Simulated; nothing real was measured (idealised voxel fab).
This is a process module. Its name is voxel plated lines.
We display cut, a cross-section 245 nm in width whose square cells are each 5 nm.
For the purposes of this document, a cross-section shall be understood as a grid of square cells, specified as bands listed in top-to-bottom order, each band consisting of one or more rows of cells. Within each band entry, the heights of the top and of the bottom of the band appear first, in that order and in nm; the materials of the band then follow from left to right, each with its corresponding width in nm. The designation "throughout" on a single material indicates that it fills the band from edge to edge; the designation "air" indicates empty space. It should be noted that heights are counted from 0, beneath which the wafer as supplied is of one material throughout, and that the lowest band possesses no lower boundary but continues downward, as written in "0 nm and below". The two numbers in a width such as "30->40" mark its ends across the band: the first belongs to the top row of cells, the second to the bottom row, and from each row to the next the width moves by the same amount. What does "no change" mean for a step? It means no cell of the cross-section changed in that step. The entry titled "Closed empty spaces" provides the empty spaces that have no open way to the top, restricted to those of 8 cells or more. Each is presented as width x height at distance, the distance being measured from the left edge, with all three in nm. Post-settings text on a step line: simulator's own remark regarding the step. The line of a step may include "overlay nm". On a step with a mask, this value is how far to the right of its planned place the mask lay. A negative value means the mask lay to the left.

Planned step list for the process:
step 1: RECEIVE with material Si
step 2: CONFORMAL_DEP with material SiN, thk nm 15
step 3: DIRECTIONAL_DEP with material TiN, thk nm 5
step 4: PATTERN with tone open, mask id LINES, material resist, width nm 20, pitch nm 45, thk nm 15, overlay nm 0
step 5: EPI with material Ru, thk nm 10
step 6: STRIP with etch materials resist
step 7: DIRECTIONAL_ETCH with etch materials TiN, depth nm 5
step 8: CONFORMAL_DEP with material SiO2, thk nm 5
Same starting wafers, different thk nm at step 3. Plan value belongs to the first wafer.

Here's the first of the wafers in cross-section, just as we got it, i.e. after step 1:
0 nm and below  Si throughout
Closed empty spaces: none

Cross-section, first of several wafers, end of module, after last step 8:
35 nm to 30 nm  air (40) / SiO2 (30) / air (15) / SiO2 (30) / air (15) / SiO2 (30) / air (15) / SiO2 (30) / air (40)
30 nm to 20 nm  air (40) / SiO2 (5) / Ru (20) / SiO2 (5) / air (15) / SiO2 (5) / Ru (20) / SiO2 (5) / air (15) / SiO2 (5) / Ru (20) / SiO2 (5) / air (15) / SiO2 (5) / Ru (20) / SiO2 (5) / air (40)
20 nm to 15 nm  SiO2 (45) / TiN (20) / SiO2 (25) / TiN (20) / SiO2 (25) / TiN (20) / SiO2 (25) / TiN (20) / SiO2 (45)
15 nm to 0 nm  SiN throughout
0 nm and below  Si throughout
Closed empty spaces: none

Of the several wafers, the last: cross-section at the end of the module:
50 nm to 45 nm  air (40) / SiO2 (30) / air (15) / SiO2 (30) / air (15) / SiO2 (30) / air (15) / SiO2 (30) / air (40)
45 nm to 35 nm  air (40) / SiO2 (5) / Ru (20) / SiO2 (5) / air (15) / SiO2 (5) / Ru (20) / SiO2 (5) / air (15) / SiO2 (5) / Ru (20) / SiO2 (5) / air (15) / SiO2 (5) / Ru (20) / SiO2 (5) / air (40)
35 nm to 30 nm  SiO2 (45) / TiN (20) / SiO2 (25) / TiN (20) / SiO2 (25) / TiN (20) / SiO2 (25) / TiN (20) / SiO2 (45)
30 nm to 15 nm  TiN throughout
15 nm to 0 nm  SiN throughout
0 nm and below  Si throughout
Closed empty spaces: none

So in this table every wafer gets its own row, and what you see is where it stands at the end of the module: for each material, how many cells it picked up (+) or gave up (-) since we received it, and after that its closed voids:
thk nm 5, +32 Ru, +147 SiN, +73 SiO2, +16 TiN, Closed empty spaces: none
thk nm 10, +32 Ru, +147 SiN, +73 SiO2, +65 TiN, Closed empty spaces: none
thk nm 15, +32 Ru, +147 SiN, +73 SiO2, +114 TiN, Closed empty spaces: none
thk nm 20, +32 Ru, +147 SiN, +73 SiO2, +163 TiN, Closed empty spaces: none
